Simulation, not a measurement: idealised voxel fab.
The process module presented herein is designated voxel wiring stack.
We display cut, a cross-section 225 nm in width whose square cells are each 5 nm.
When this document writes out a cross-section, it uses a grid of square cells and lists it as bands, beginning at the top and moving down, with a band standing for one or more rows of cells. This entry defines a band. It first specifies the height of the band's top and the height of its bottom in nm, and then specifies the band's materials from left to right, stating each material with its width in nm. The word "full width" identifies a single material that fills the band from edge to edge, while the word "air" identifies empty space. Convention: height 0 is the level below which the wafer, as received, is all one material. The lowest band does not terminate at the bottom but continues downward, represented as "from 0 down". When a width is written as two numbers, as in "30->40", the first number is the width in the top row of cells of the band and the second is the width in its bottom row, and the width changes by the same amount from each row to the next. The designation "identical to before", where it is given for a processing step, indicates that no cell of the cross-section was altered in the course of that step. In "closed voids" the enclosed voids are listed, meaning empty spaces of 8 cells or larger without any opening to the top. The form is width x height at distance, distance from the left edge, units nm. It should be noted that, on the line of a given step, the content following the step's settings is a remark produced by the simulator itself with respect to that step. The setting "overlay nm" may be written on the line of a step. When the step uses a mask, the value reports how far to the right of the planned place the mask lay, and a negative value reports that it lay to the left.
THE FOLLOWING LIST GIVES THE PLANNED PROCESS STEPS
1) RECEIVE with material Si
2) CONFORMAL_DEP with material SiO2, thk nm 15
3) CONFORMAL_DEP with material SiCN, thk nm 5
4) DIRECTIONAL_DEP with material lowk, thk nm 20
5) DIRECTIONAL_DEP with material aC, thk nm 10
6) PATTERN with tone open, mask id METAL_1, material resist, width nm 20, pitch nm 35, thk nm 30, overlay nm 0
7) DIRECTIONAL_ETCH with etch materials aC, depth nm 10
8) STRIP with etch materials resist
9) DIRECTIONAL_ETCH with etch materials lowk, depth nm 20
10) DIRECTIONAL_ETCH with etch materials SiCN, depth nm 5
11) STRIP with etch materials aC
12) CONFORMAL_DEP with material TiN, thk nm 5
13) FILL_DEP with material Cu, thk nm 10
14) CMP with height nm 40
15) CONFORMAL_DEP with material SiCN, thk nm 5
16) DIRECTIONAL_DEP with material lowk, thk nm 30
17) PATTERN with tone open, mask id METAL_2, material resist, width nm 20, pitch nm 35, thk nm 20, overlay nm 0
18) DIRECTIONAL_ETCH with etch materials lowk, depth nm 15
19) STRIP with etch materials resist
20) PATTERN with tone open, mask id METAL_2_HOLES, material resist, width nm 15, pitch nm 35, thk nm 15, overlay nm 0
21) DIRECTIONAL_ETCH with etch materials lowk, depth nm 15
22) DIRECTIONAL_ETCH with etch materials SiCN, depth nm 5
23) STRIP with etch materials resist
24) CONFORMAL_DEP with material TiN, thk nm 5
25) FILL_DEP with material Ru, thk nm 10
26) CMP with height nm 75
27) CONFORMAL_DEP with material SiCN, thk nm 5
28) DIRECTIONAL_DEP with material lowk, thk nm 25
29) MASKED_ETCH with tone open, mask id METAL_3, width nm 20, pitch nm 35, etch materials lowk, depth nm 15, overlay nm 0
30) PATTERN with tone open, mask id METAL_3_HOLES, material resist, width nm 15, pitch nm 70, thk nm 15, overlay nm 0
31) DIRECTIONAL_ETCH with etch materials lowk, depth nm 10
32) DIRECTIONAL_ETCH with etch materials SiCN, depth nm 5
33) STRIP with etch materials resist
34) CONFORMAL_DEP with material TiN, thk nm 5
35) FILL_DEP with material Ru, thk nm 10
36) CMP with height nm 105
37) CONFORMAL_DEP with material SiCN, thk nm 5
THE FOLLOWING PERTAINS TO THE FIRST OF TWO WAFERS, WHICH WAS PROCESSED AS PLANNED
THE CROSS-SECTION HERE SHOWS THE WAFER AS RECEIVED, I.E. IN ITS STATE AFTER STEP 1
- from 0 down  Si full width
- closed voids: none
CROSS-SECTION: WAFER STATE AFTER STEP 2
- from 15 to 0  SiO2 full width
- Below a height of 0, the structure has not been altered.
CROSS-SECTION: WAFER STATE AFTER STEP 3
- from 20 to 15  SiCN full width
- Below a height of 15, the structure has not been altered.
CROSS-SECTION: WAFER STATE AFTER STEP 4
- from 40 to 20  lowk full width
- Below a height of 20, the structure has not been altered.
CROSS-SECTION: WAFER STATE AFTER STEP 5
- from 50 to 40  aC full width
- Below a height of 40, the structure has not been altered.
CROSS-SECTION: WAFER STATE AFTER STEP 6
- from 80 to 50  resist (65), air (20), resist (15), air (20), resist (15), air (20), resist (70)
- Below a height of 50, the structure has not been altered.
CROSS-SECTION: WAFER STATE AFTER STEP 7
- from 70 to 50  resist (65), air (20), resist (15), air (20), resist (15), air (20), resist (70)
- from 50 to 40  aC (65), air (20), aC (15), air (20), aC (15), air (20), aC (70)
- Below a height of 40, the structure has not been altered.
CROSS-SECTION: WAFER STATE AFTER STEP 8
- from 50 to 40  aC (65), air (20), aC (15), air (20), aC (15), air (20), aC (70)
- Below a height of 40, the structure has not been altered.
CROSS-SECTION: WAFER STATE AFTER STEP 9
- from 50 to 40  aC (65), air (20), aC (15), air (20), aC (15), air (20), aC (70)
- from 40 to 20  lowk (65), air (20), lowk (15), air (20), lowk (15), air (20), lowk (70)
- Below a height of 20, the structure has not been altered.
CROSS-SECTION: WAFER STATE AFTER STEP 10
- from 50 to 40  aC (65), air (20), aC (15), air (20), aC (15), air (20), aC (70)
- from 40 to 20  lowk (65), air (20), lowk (15), air (20), lowk (15), air (20), lowk (70)
- from 20 to 15  SiCN (65), air (20), SiCN (15), air (20), SiCN (15), air (20), SiCN (70)
- Below a height of 15, the structure has not been altered.
CROSS-SECTION: WAFER STATE AFTER STEP 11
- from 40 to 20  lowk (65), air (20), lowk (15), air (20), lowk (15), air (20), lowk (70)
- Below a height of 20, the structure has not been altered.
CROSS-SECTION: WAFER STATE AFTER STEP 12
- from 45 to 40  TiN (70), air (10), TiN (25), air (10), TiN (25), air (10), TiN (75)
- from 40 to 20  lowk (65), TiN (5), air (10), TiN (5), lowk (15), TiN (5), air (10), TiN (5), lowk (15), TiN (5), air (10), TiN (5), lowk (70)
- from 20 to 15  SiCN (65), TiN (20), SiCN (15), TiN (20), SiCN (15), TiN (20), SiCN (70)
- Below a height of 15, the structure has not been altered.
CROSS-SECTION: WAFER STATE AFTER STEP 13
- from 55 to 45  Cu full width
- from 45 to 40  TiN (70), Cu (10), TiN (25), Cu (10), TiN (25), Cu (10), TiN (75)
- from 40 to 20  lowk (65), TiN (5), Cu (10), TiN (5), lowk (15), TiN (5), Cu (10), TiN (5), lowk (15), TiN (5), Cu (10), TiN (5), lowk (70)
- Below a height of 20, the structure has not been altered.
CROSS-SECTION: WAFER STATE AFTER STEP 14
- from 40 to 20  lowk (65), TiN (5), Cu (10), TiN (5), lowk (15), TiN (5), Cu (10), TiN (5), lowk (15), TiN (5), Cu (10), TiN (5), lowk (70)
- Below a height of 20, the structure has not been altered.
CROSS-SECTION: WAFER STATE AFTER STEP 15
- from 45 to 40  SiCN full width
- Below a height of 40, the structure has not been altered.
CROSS-SECTION: WAFER STATE AFTER STEP 16
- from 75 to 45  lowk full width
- Below a height of 45, the structure has not been altered.
CROSS-SECTION: WAFER STATE AFTER STEP 17
- from 95 to 75  resist (65), air (20), resist (15), air (20), resist (15), air (20), resist (70)
- Below a height of 75, the structure has not been altered.
CROSS-SECTION: WAFER STATE AFTER STEP 18
- from 95 to 75  resist (65), air (20), resist (15), air (20), resist (15), air (20), resist (70)
- from 75 to 60  lowk (65), air (20), lowk (15), air (20), lowk (15), air (20), lowk (70)
- Below a height of 60, the structure has not been altered.
CROSS-SECTION: WAFER STATE AFTER STEP 19
- from 75 to 60  lowk (65), air (20), lowk (15), air (20), lowk (15), air (20), lowk (70)
- Below a height of 60, the structure has not been altered.
CROSS-SECTION: WAFER STATE AFTER STEP 20
- from 90 to 75  resist (65), air (15), resist (20), air (15), resist (20), air (15), resist (75)
- from 75 to 60  lowk (65), air (15), resist (5), lowk (15), air (15), resist (5), lowk (15), air (15), resist (5), lowk (70)
- Below a height of 60, the structure has not been altered.
CROSS-SECTION: WAFER STATE AFTER STEP 21
- from 90 to 75  resist (65), air (15), resist (20), air (15), resist (20), air (15), resist (75)
- from 75 to 60  lowk (65), air (15), resist (5), lowk (15), air (15), resist (5), lowk (15), air (15), resist (5), lowk (70)
- from 60 to 45  lowk (65), air (15), lowk (20), air (15), lowk (20), air (15), lowk (75)
- Below a height of 45, the structure has not been altered.
CROSS-SECTION: WAFER STATE AFTER STEP 22
- from 90 to 75  resist (65), air (15), resist (20), air (15), resist (20), air (15), resist (75)
- from 75 to 60  lowk (65), air (15), resist (5), lowk (15), air (15), resist (5), lowk (15), air (15), resist (5), lowk (70)
- from 60 to 45  lowk (65), air (15), lowk (20), air (15), lowk (20), air (15), lowk (75)
- from 45 to 40  SiCN (65), air (15), SiCN (20), air (15), SiCN (20), air (15), SiCN (75)
- Below a height of 40, the structure has not been altered.
CROSS-SECTION: WAFER STATE AFTER STEP 23
- from 75 to 60  lowk (65), air (20), lowk (15), air (20), lowk (15), air (20), lowk (70)
- Below a height of 60, the structure has not been altered.
CROSS-SECTION: WAFER STATE AFTER STEP 24
- from 80 to 75  TiN (70), air (10), TiN (25), air (10), TiN (25), air (10), TiN (75)
- from 75 to 65  lowk (65), TiN (5), air (10), TiN (5), lowk (15), TiN (5), air (10), TiN (5), lowk (15), TiN (5), air (10), TiN (5), lowk (70)
- from 65 to 60  lowk (65), TiN (5), air (5), TiN (10), lowk (15), TiN (5), air (5), TiN (10), lowk (15), TiN (5), air (5), TiN (10), lowk (70)
- from 60 to 45  lowk (65), TiN (5), air (5), TiN (5), lowk (20), TiN (5), air (5), TiN (5), lowk (20), TiN (5), air (5), TiN (5), lowk (75)
- from 45 to 40  SiCN (65), TiN (15), SiCN (20), TiN (15), SiCN (20), TiN (15), SiCN (75)
- Below a height of 40, the structure has not been altered.
CROSS-SECTION: WAFER STATE AFTER STEP 25
- from 90 to 80  Ru full width
- from 80 to 75  TiN (70), Ru (10), TiN (25), Ru (10), TiN (25), Ru (10), TiN (75)
- from 75 to 65  lowk (65), TiN (5), Ru (10), TiN (5), lowk (15), TiN (5), Ru (10), TiN (5), lowk (15), TiN (5), Ru (10), TiN (5), lowk (70)
- from 65 to 60  lowk (65), TiN (5), Ru (5), TiN (10), lowk (15), TiN (5), Ru (5), TiN (10), lowk (15), TiN (5), Ru (5), TiN (10), lowk (70)
- from 60 to 45  lowk (65), TiN (5), Ru (5), TiN (5), lowk (20), TiN (5), Ru (5), TiN (5), lowk (20), TiN (5), Ru (5), TiN (5), lowk (75)
- Below a height of 45, the structure has not been altered.
CROSS-SECTION: WAFER STATE AFTER STEP 26
- from 75 to 65  lowk (65), TiN (5), Ru (10), TiN (5), lowk (15), TiN (5), Ru (10), TiN (5), lowk (15), TiN (5), Ru (10), TiN (5), lowk (70)
- Below a height of 65, the structure has not been altered.
CROSS-SECTION: WAFER STATE AFTER STEP 27
- from 80 to 75  SiCN full width
- Below a height of 75, the structure has not been altered.
CROSS-SECTION: WAFER STATE AFTER STEP 28
- from 105 to 80  lowk full width
- Below a height of 80, the structure has not been altered.
CROSS-SECTION: WAFER STATE AFTER STEP 29
- from 105 to 90  lowk (65), air (20), lowk (15), air (20), lowk (15), air (20), lowk (70)
- Below a height of 90, the structure has not been altered.
CROSS-SECTION: WAFER STATE AFTER STEP 30
- from 120 to 105  resist (65), air (15), resist (55), air (15), resist (75)
- from 105 to 90  lowk (65), air (15), resist (5), lowk (15), resist (20), lowk (15), air (15), resist (5), lowk (70)
- Below a height of 90, the structure has not been altered.
CROSS-SECTION: WAFER STATE AFTER STEP 31
- from 120 to 105  resist (65), air (15), resist (55), air (15), resist (75)
- from 105 to 90  lowk (65), air (15), resist (5), lowk (15), resist (20), lowk (15), air (15), resist (5), lowk (70)
- from 90 to 80  lowk (65), air (15), lowk (55), air (15), lowk (75)
- Below a height of 80, the structure has not been altered.
CROSS-SECTION: WAFER STATE AFTER STEP 32
- from 120 to 105  resist (65), air (15), resist (55), air (15), resist (75)
- from 105 to 90  lowk (65), air (15), resist (5), lowk (15), resist (20), lowk (15), air (15), resist (5), lowk (70)
- from 90 to 80  lowk (65), air (15), lowk (55), air (15), lowk (75)
- from 80 to 75  SiCN (65), air (15), SiCN (55), air (15), SiCN (75)
- Below a height of 75, the structure has not been altered.
CROSS-SECTION: WAFER STATE AFTER STEP 33
- from 105 to 90  lowk (65), air (20), lowk (15), air (20), lowk (15), air (20), lowk (70)
- Below a height of 90, the structure has not been altered.
CROSS-SECTION: WAFER STATE AFTER STEP 34
- from 110 to 105  TiN (70), air (10), TiN (25), air (10), TiN (25), air (10), TiN (75)
- from 105 to 95  lowk (65), TiN (5), air (10), TiN (5), lowk (15), TiN (5), air (10), TiN (5), lowk (15), TiN (5), air (10), TiN (5), lowk (70)
- from 95 to 90  lowk (65), TiN (5), air (5), TiN (10), lowk (15), TiN (20), lowk (15), TiN (5), air (5), TiN (10), lowk (70)
- from 90 to 80  lowk (65), TiN (5), air (5), TiN (5), lowk (55), TiN (5), air (5), TiN (5), lowk (75)
- from 80 to 75  SiCN (65), TiN (15), SiCN (55), TiN (15), SiCN (75)
- Below a height of 75, the structure has not been altered.
CROSS-SECTION: WAFER STATE AFTER STEP 35
- from 120 to 110  Ru full width
- from 110 to 105  TiN (70), Ru (10), TiN (25), Ru (10), TiN (25), Ru (10), TiN (75)
- from 105 to 95  lowk (65), TiN (5), Ru (10), TiN (5), lowk (15), TiN (5), Ru (10), TiN (5), lowk (15), TiN (5), Ru (10), TiN (5), lowk (70)
- from 95 to 90  lowk (65), TiN (5), Ru (5), TiN (10), lowk (15), TiN (20), lowk (15), TiN (5), Ru (5), TiN (10), lowk (70)
- from 90 to 80  lowk (65), TiN (5), Ru (5), TiN (5), lowk (55), TiN (5), Ru (5), TiN (5), lowk (75)
- Below a height of 80, the structure has not been altered.
CROSS-SECTION: WAFER STATE AFTER STEP 36
- from 105 to 95  lowk (65), TiN (5), Ru (10), TiN (5), lowk (15), TiN (5), Ru (10), TiN (5), lowk (15), TiN (5), Ru (10), TiN (5), lowk (70)
- Below a height of 95, the structure has not been altered.
CROSS-SECTION: WAFER STATE AFTER STEP 37
- from 110 to 105  SiCN full width
- Below a height of 105, the structure has not been altered.
SECOND WAFER, SAME STARTING STATE AND PLAN AS THE FIRST, ONE MISTAKE IN THE RUN, IDENTICAL THROUGH STEP 17
WHAT THE SECOND WAFER LOOKS LIKE IN CROSS-SECTION WHEN STEP 18 SHOULD HAVE WRAPPED UP
- from 95 to 75  resist (65), air (20), resist (15), air (20), resist (15), air (20), resist (70)
- from 75 to 45  lowk (65), air (20), lowk (15), air (20), lowk (15), air (20), lowk (70)
- Below a height of 45, the structure has not been altered.
WHAT THE SECOND WAFER LOOKS LIKE IN CROSS-SECTION WHEN STEP 19 SHOULD HAVE WRAPPED UP
- from 75 to 45  lowk (65), air (20), lowk (15), air (20), lowk (15), air (20), lowk (70)
- Below a height of 45, the structure has not been altered.
WHAT THE SECOND WAFER LOOKS LIKE IN CROSS-SECTION WHEN STEP 20 SHOULD HAVE WRAPPED UP
- from 90 to 75  resist (65), air (15), resist (20), air (15), resist (20), air (15), resist (75)
- from 75 to 45  lowk (65), air (15), resist (5), lowk (15), air (15), resist (5), lowk (15), air (15), resist (5), lowk (70)
- Below a height of 45, the structure has not been altered.
What the second wafer looks like in cross-section when step 21 should have wrapped up: identical to before
WHAT THE SECOND WAFER LOOKS LIKE IN CROSS-SECTION WHEN STEP 22 SHOULD HAVE WRAPPED UP
- from 90 to 75  resist (65), air (15), resist (20), air (15), resist (20), air (15), resist (75)
- from 75 to 45  lowk (65), air (15), resist (5), lowk (15), air (15), resist (5), lowk (15), air (15), resist (5), lowk (70)
- from 45 to 40  SiCN (65), air (15), SiCN (20), air (15), SiCN (20), air (15), SiCN (75)
- Below a height of 40, the structure has not been altered.
WHAT THE SECOND WAFER LOOKS LIKE IN CROSS-SECTION WHEN STEP 23 SHOULD HAVE WRAPPED UP
- from 75 to 45  lowk (65), air (20), lowk (15), air (20), lowk (15), air (20), lowk (70)
- Below a height of 45, the structure has not been altered.
WHAT THE SECOND WAFER LOOKS LIKE IN CROSS-SECTION WHEN STEP 24 SHOULD HAVE WRAPPED UP
- from 80 to 75  TiN (70), air (10), TiN (25), air (10), TiN (25), air (10), TiN (75)
- from 75 to 50  lowk (65), TiN (5), air (10), TiN (5), lowk (15), TiN (5), air (10), TiN (5), lowk (15), TiN (5), air (10), TiN (5), lowk (70)
- from 50 to 45  lowk (65), TiN (5), air (5), TiN (10), lowk (15), TiN (5), air (5), TiN (10), lowk (15), TiN (5), air (5), TiN (10), lowk (70)
- from 45 to 40  SiCN (65), TiN (15), SiCN (20), TiN (15), SiCN (20), TiN (15), SiCN (75)
- Below a height of 40, the structure has not been altered.
WHAT THE SECOND WAFER LOOKS LIKE IN CROSS-SECTION WHEN STEP 25 SHOULD HAVE WRAPPED UP
- from 90 to 80  Ru full width
- from 80 to 75  TiN (70), Ru (10), TiN (25), Ru (10), TiN (25), Ru (10), TiN (75)
- from 75 to 50  lowk (65), TiN (5), Ru (10), TiN (5), lowk (15), TiN (5), Ru (10), TiN (5), lowk (15), TiN (5), Ru (10), TiN (5), lowk (70)
- from 50 to 45  lowk (65), TiN (5), Ru (5), TiN (10), lowk (15), TiN (5), Ru (5), TiN (10), lowk (15), TiN (5), Ru (5), TiN (10), lowk (70)
- Below a height of 45, the structure has not been altered.
WHAT THE SECOND WAFER LOOKS LIKE IN CROSS-SECTION WHEN STEP 26 SHOULD HAVE WRAPPED UP
- from 75 to 50  lowk (65), TiN (5), Ru (10), TiN (5), lowk (15), TiN (5), Ru (10), TiN (5), lowk (15), TiN (5), Ru (10), TiN (5), lowk (70)
- Below a height of 50, the structure has not been altered.
WHAT THE SECOND WAFER LOOKS LIKE IN CROSS-SECTION WHEN STEP 27 SHOULD HAVE WRAPPED UP
- from 80 to 75  SiCN full width
- Below a height of 75, the structure has not been altered.
WHAT THE SECOND WAFER LOOKS LIKE IN CROSS-SECTION WHEN STEP 28 SHOULD HAVE WRAPPED UP
- from 105 to 80  lowk full width
- Below a height of 80, the structure has not been altered.
WHAT THE SECOND WAFER LOOKS LIKE IN CROSS-SECTION WHEN STEP 29 SHOULD HAVE WRAPPED UP
- from 105 to 90  lowk (65), air (20), lowk (15), air (20), lowk (15), air (20), lowk (70)
- Below a height of 90, the structure has not been altered.
WHAT THE SECOND WAFER LOOKS LIKE IN CROSS-SECTION WHEN STEP 30 SHOULD HAVE WRAPPED UP
- from 120 to 105  resist (65), air (15), resist (55), air (15), resist (75)
- from 105 to 90  lowk (65), air (15), resist (5), lowk (15), resist (20), lowk (15), air (15), resist (5), lowk (70)
- Below a height of 90, the structure has not been altered.
WHAT THE SECOND WAFER LOOKS LIKE IN CROSS-SECTION WHEN STEP 31 SHOULD HAVE WRAPPED UP
- from 120 to 105  resist (65), air (15), resist (55), air (15), resist (75)
- from 105 to 90  lowk (65), air (15), resist (5), lowk (15), resist (20), lowk (15), air (15), resist (5), lowk (70)
- from 90 to 80  lowk (65), air (15), lowk (55), air (15), lowk (75)
- Below a height of 80, the structure has not been altered.
WHAT THE SECOND WAFER LOOKS LIKE IN CROSS-SECTION WHEN STEP 32 SHOULD HAVE WRAPPED UP
- from 120 to 105  resist (65), air (15), resist (55), air (15), resist (75)
- from 105 to 90  lowk (65), air (15), resist (5), lowk (15), resist (20), lowk (15), air (15), resist (5), lowk (70)
- from 90 to 80  lowk (65), air (15), lowk (55), air (15), lowk (75)
- from 80 to 75  SiCN (65), air (15), SiCN (55), air (15), SiCN (75)
- Below a height of 75, the structure has not been altered.
WHAT THE SECOND WAFER LOOKS LIKE IN CROSS-SECTION WHEN STEP 33 SHOULD HAVE WRAPPED UP
- from 105 to 90  lowk (65), air (20), lowk (15), air (20), lowk (15), air (20), lowk (70)
- Below a height of 90, the structure has not been altered.
WHAT THE SECOND WAFER LOOKS LIKE IN CROSS-SECTION WHEN STEP 34 SHOULD HAVE WRAPPED UP
- from 110 to 105  TiN (70), air (10), TiN (25), air (10), TiN (25), air (10), TiN (75)
- from 105 to 95  lowk (65), TiN (5), air (10), TiN (5), lowk (15), TiN (5), air (10), TiN (5), lowk (15), TiN (5), air (10), TiN (5), lowk (70)
- from 95 to 90  lowk (65), TiN (5), air (5), TiN (10), lowk (15), TiN (20), lowk (15), TiN (5), air (5), TiN (10), lowk (70)
- from 90 to 80  lowk (65), TiN (5), air (5), TiN (5), lowk (55), TiN (5), air (5), TiN (5), lowk (75)
- from 80 to 75  SiCN (65), TiN (15), SiCN (55), TiN (15), SiCN (75)
- Below a height of 75, the structure has not been altered.
WHAT THE SECOND WAFER LOOKS LIKE IN CROSS-SECTION WHEN STEP 35 SHOULD HAVE WRAPPED UP
- from 120 to 110  Ru full width
- from 110 to 105  TiN (70), Ru (10), TiN (25), Ru (10), TiN (25), Ru (10), TiN (75)
- from 105 to 95  lowk (65), TiN (5), Ru (10), TiN (5), lowk (15), TiN (5), Ru (10), TiN (5), lowk (15), TiN (5), Ru (10), TiN (5), lowk (70)
- from 95 to 90  lowk (65), TiN (5), Ru (5), TiN (10), lowk (15), TiN (20), lowk (15), TiN (5), Ru (5), TiN (10), lowk (70)
- from 90 to 80  lowk (65), TiN (5), Ru (5), TiN (5), lowk (55), TiN (5), Ru (5), TiN (5), lowk (75)
- Below a height of 80, the structure has not been altered.
WHAT THE SECOND WAFER LOOKS LIKE IN CROSS-SECTION WHEN STEP 36 SHOULD HAVE WRAPPED UP
- from 105 to 95  lowk (65), TiN (5), Ru (10), TiN (5), lowk (15), TiN (5), Ru (10), TiN (5), lowk (15), TiN (5), Ru (10), TiN (5), lowk (70)
- Below a height of 95, the structure has not been altered.
WHAT THE SECOND WAFER LOOKS LIKE IN CROSS-SECTION WHEN STEP 37 SHOULD HAVE WRAPPED UP
- from 110 to 105  SiCN full width
- Below a height of 105, the structure has not been altered.
What was the processing mistake? step 18 of the plan was twice carried out
Materials where the second wafer ends with more or fewer cells than the first: 9 more of Ru, 9 fewer of lowk
